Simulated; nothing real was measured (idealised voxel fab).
Process module, titled voxel fin reveal
Pictured: cross-section cut, 275 nm wide, on a grid of 5 nm square cells.
Throughout this document, each cross-section is represented as a grid of square cells and is presented as a sequence of bands enumerated from the top downward, where a band comprises one or more rows of cells. Read a band's entry like this: the first values are the height of its top and the height of its bottom in nm, and what follows is the sequence of materials from left to right, each with its width in nm. Note that "empty" is empty space, and that a single material marked "full width" reaches across the band from edge to edge. Counting heights begins at 0, where everything beneath is, in the wafer as received, one material. The lowest band has no bottom; it goes on downwards, as "0 down" shows. Read "30 to 40" as a graded width: first number on top, second number at the bottom, same change between each pair of neighbouring rows. A step reported as "remained the same" is a step in which no cell of the cross-section changed. So "Enclosed void catalog" is basically the list of trapped voids: any empty space of 8 cells or more that can't reach the top through an opening. They're written width x height at distance, the distance being from the left edge, and it's all nm. Formally, on a step line, whatever follows the settings is a remark that the simulator itself makes on the step. What "overlay nm" on a step's line means: if the step has a mask, that mask lay this far to the right of its planned place, or, when the value is negative, to the left.

[Intended process steps]
| 1 | RECEIVE, material Si |
| 2 | CONFORMAL_DEP, material SiN, thk nm 5 |
| 3 | MASKED_ETCH, tone cover, mask id FINS, width nm 15, pitch nm 40, etch materials SiN, depth nm 5, overlay nm 0 |
| 4 | MASKED_ETCH, tone cover, mask id FINS, width nm 15, pitch nm 40, etch materials Si, depth nm 30, overlay nm -15 |
| 5 | OXIDIZE, depth nm 5 |
| 6 | FILL_DEP, material SiO2, thk nm 15 |
| 7 | CMP, height nm 5 |
| 8 | SELECTIVE_ETCH, etch materials SiO2, depth nm 15 |
| 9 | STRIP, etch materials SiN |
| 10 | CONFORMAL_DEP, material SiO2, thk nm 5 |
Among the wafers covered here, the point of difference is the overlay nm at step 4; their starting state is shared, and the plan presents the value of the first wafer.

[Incoming state of the first of several wafers in cross-section: after step 1]
- 0 down = Si full width
- Enclosed void catalog: none

[End of module, by wafer: material-by-material cell gain (+) or loss (-) since receipt, then closed voids]
overlay nm -15 | -335 Si | +298 SiO2 | Enclosed void catalog: none
overlay nm -10 | -347 Si | +308 SiO2 | Enclosed void catalog: none
overlay nm -5 | -359 Si | +318 SiO2 | Enclosed void catalog: none
overlay nm 0 | -371 Si | +328 SiO2 | Enclosed void catalog: none
overlay nm 5 | -359 Si | +318 SiO2 | Enclosed void catalog: none
overlay nm 10 | -347 Si | +308 SiO2 | Enclosed void catalog: none
overlay nm 15 | -335 Si | +298 SiO2 | Enclosed void catalog: none
